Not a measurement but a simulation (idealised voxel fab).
Process module, titled voxel released beams
The width of the displayed cross-section, cut, is 270 nm; its cells are square, with a size of 5 nm.
A cross-section is written here as square cells arranged in a grid, and it is given in bands from the top down, each band taking up one or more rows of cells. Band: top and bottom heights (nm) first, top before bottom; then materials from left to right, widths in nm. "all across" marks a sole material filling the band edge to edge. "air" denotes empty space. It should be noted that heights are counted from 0, beneath which the wafer as supplied is of one material throughout, and that the lowest band possesses no lower boundary but continues downward, as written in "0 nm and below". Width spec "30..40" -> top row of cells at first value, bottom row at second value, equal per-row change in between. "changes: none" for a step: no cell of the cross-section changed in that step. "Trapped cavities" contains a list of empty spaces, each no smaller than 8 cells and without an open way to the top, written in the form width x height at distance with the distance from the left edge and all three in nm. after a step's settings: what the simulator itself notes on the step. overlay nm, on a step with a mask: how far to the right of its planned place the mask lay; to the left if negative.
The process steps that were planned are listed below
1. RECEIVE,material Si
2. CONFORMAL_DEP,material SiN,thk nm 5
3. DIRECTIONAL_DEP,material SiO2,thk nm 10
4. MASKED_ETCH,tone open,mask id ANCHOR,width nm 35,etch materials SiO2,depth nm 10,overlay nm 0
5. CONFORMAL_DEP,material polySi,thk nm 10
6. DIRECTIONAL_DEP,material aC,thk nm 15
7. PATTERN,tone cover,mask id BEAM,material resist,width nm 100,thk nm 30,overlay nm 0
8. DIRECTIONAL_ETCH,etch materials aC,depth nm 15
9. STRIP,etch materials resist
10. DIRECTIONAL_ETCH,etch materials polySi,depth nm 10
11. STRIP,etch materials aC
12. STRIP,etch materials SiO2
The first of two wafers, run as planned
Delivered wafer in cross-section: state after step 1
* 0 nm and below | Si all across
* Trapped cavities: none
How the wafer stands in section after step 2
* 5 nm to 0 nm | SiN all across
* No changes below 0.
How the wafer stands in section after step 3
* 15 nm to 5 nm | SiO2 all across
* No changes below 5.
How the wafer stands in section after step 4
* 15 nm to 5 nm | SiO2=85 / air=35 / SiO2=150
* No changes below 5.
How the wafer stands in section after step 5
* 25 nm to 15 nm | polySi=95 / air=15 / polySi=160
* 15 nm to 5 nm | SiO2=85 / polySi=35 / SiO2=150
* No changes below 5.
How the wafer stands in section after step 6
* 40 nm to 30 nm | aC=95 / air=15 / aC=160
* 30 nm to 25 nm | aC all across
* 25 nm to 15 nm | polySi=95 / aC=15 / polySi=160
* No changes below 15.
How the wafer stands in section after step 7
* 70 nm to 40 nm | air=80 / resist=100 / air=90
* 40 nm to 30 nm | aC=95 / resist=15 / aC=160
* No changes below 30.
How the wafer stands in section after step 8
* 55 nm to 40 nm | air=80 / resist=100 / air=90
* 40 nm to 30 nm | air=80 / aC=15 / resist=15 / aC=70 / air=90
* 30 nm to 25 nm | air=80 / aC=100 / air=90
* No changes below 25.
How the wafer stands in section after step 9
* 40 nm to 30 nm | air=80 / aC=15 / air=15 / aC=70 / air=90
* No changes below 30.
How the wafer stands in section after step 10
* 40 nm to 30 nm | air=80 / aC=15 / air=15 / aC=70 / air=90
* 30 nm to 25 nm | air=80 / aC=100 / air=90
* 25 nm to 15 nm | air=80 / polySi=15 / aC=15 / polySi=70 / air=90
* No changes below 15.
How the wafer stands in section after step 11
* 25 nm to 15 nm | air=80 / polySi=15 / air=15 / polySi=70 / air=90
* No changes below 15.
How the wafer stands in section after step 12
* 25 nm to 15 nm | air=80 / polySi=15 / air=15 / polySi=70 / air=90
* 15 nm to 5 nm | air=85 / polySi=35 / air=150
* No changes below 5.
Second Wafer (Identical Start and Plan, One Processing Error; Matches First Wafer Through Step 1)
Second wafer: cross-section at the scheduled end of step 2
* 10 nm to 0 nm | SiO2 all across
* No changes below 0.
Second wafer: cross-section at the scheduled end of step 3
* 15 nm to 10 nm | SiN all across
* No changes below 10.
Second wafer: cross-section at the scheduled end of step 4: changes: none
Second wafer: cross-section at the scheduled end of step 5
* 25 nm to 15 nm | polySi all across
* No changes below 15.
Second wafer: cross-section at the scheduled end of step 6
* 40 nm to 25 nm | aC all across
* No changes below 25.
Second wafer: cross-section at the scheduled end of step 7
* 70 nm to 40 nm | air=80 / resist=100 / air=90
* No changes below 40.
Second wafer: cross-section at the scheduled end of step 8
* 55 nm to 40 nm | air=80 / resist=100 / air=90
* 40 nm to 25 nm | air=80 / aC=100 / air=90
* No changes below 25.
Second wafer: cross-section at the scheduled end of step 9
* 40 nm to 25 nm | air=80 / aC=100 / air=90
* No changes below 25.
Second wafer: cross-section at the scheduled end of step 10
* 40 nm to 25 nm | air=80 / aC=100 / air=90
* 25 nm to 15 nm | air=80 / polySi=100 / air=90
* No changes below 15.
Second wafer: cross-section at the scheduled end of step 11
* 25 nm to 15 nm | air=80 / polySi=100 / air=90
* No changes below 15.
Second wafer: cross-section at the scheduled end of step 12: changes: none
Which mistake was made when the wafer was run? steps 2 and 3 run out of order (swapped)
The closing comparison, in cells, has the second wafer with more or fewer of some materials than the first: SiO2: 108 more; polySi: 8 fewer
